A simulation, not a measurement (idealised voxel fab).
process module | voxel trench capacitor
cross-section cut | 175 nm wide | cells 5 nm
A cross-section is a grid of square cells, given in bands from the top down. A band is one or more rows of cells.
Each band's line starts with the height of the band's top and of its bottom, in nm. Then come its materials from left to right, each with its width in nm. One material with "throughout" fills the band from edge to edge. "air" is empty space.
Height 0 is the level under which the wafer as received is all one material. The lowest band goes on downwards, as in "0 down".
A width such as "30 to 40" changes by the same amount from each row of cells to the next, from the band's top row to its bottom row.
"no change" after a step means that no cell of the cross-section changed.
closed voids: empty space of 8 cells or more with no open way to the top, each as width x height at its distance from the left edge, in nm
after a step's settings: what the simulator itself notes on the step
overlay nm, on a step with a mask: how far to the right of its planned place the mask lay; to the left if negative
plan
1 op RECEIVE | material Si
2 op CONFORMAL_DEP | material SiN | thk nm 5
3 op DIRECTIONAL_DEP | material aC | thk nm 15
4 op PATTERN | tone open | mask id TRENCH | material resist | width nm 30 | pitch nm 60 | thk nm 35 | overlay nm -15
5 op DIRECTIONAL_ETCH | etch materials aC | depth nm 15
6 op STRIP | etch materials resist
7 op DIRECTIONAL_ETCH | etch materials SiN | depth nm 5
8 op DIRECTIONAL_ETCH | etch materials Si | depth nm 40
9 op STRIP | etch materials aC
10 op CONFORMAL_DEP | material HfO2 | thk nm 5
11 op CONFORMAL_DEP | material TiN | thk nm 5
12 op FILL_DEP | material W | thk nm 5
13 op CMP | height nm 5
varied across the wafers: overlay nm of step 4. The plan shows the first wafer's value. All wafers start alike
first wafer as received, after step 1
  0 down: Si throughout
  closed voids: none
each wafer at the end: cells of each material gained (+) or lost (-) since it was received, then its closed voids
overlay nm -15 | +44 HfO2 | -96 Si | +23 SiN | +36 TiN | +28 W | closed voids: none
overlay nm -10 | +44 HfO2 | -96 Si | +23 SiN | +36 TiN | +28 W | closed voids: none
overlay nm -5 | +44 HfO2 | -96 Si | +23 SiN | +36 TiN | +28 W | closed voids: none
overlay nm 0 | +44 HfO2 | -96 Si | +23 SiN | +36 TiN | +28 W | closed voids: none
overlay nm 5 | +44 HfO2 | -96 Si | +23 SiN | +36 TiN | +28 W | closed voids: none
overlay nm 10 | +44 HfO2 | -96 Si | +23 SiN | +36 TiN | +28 W | closed voids: none
overlay nm 15 | +44 HfO2 | -96 Si | +23 SiN | +36 TiN | +28 W | closed voids: none
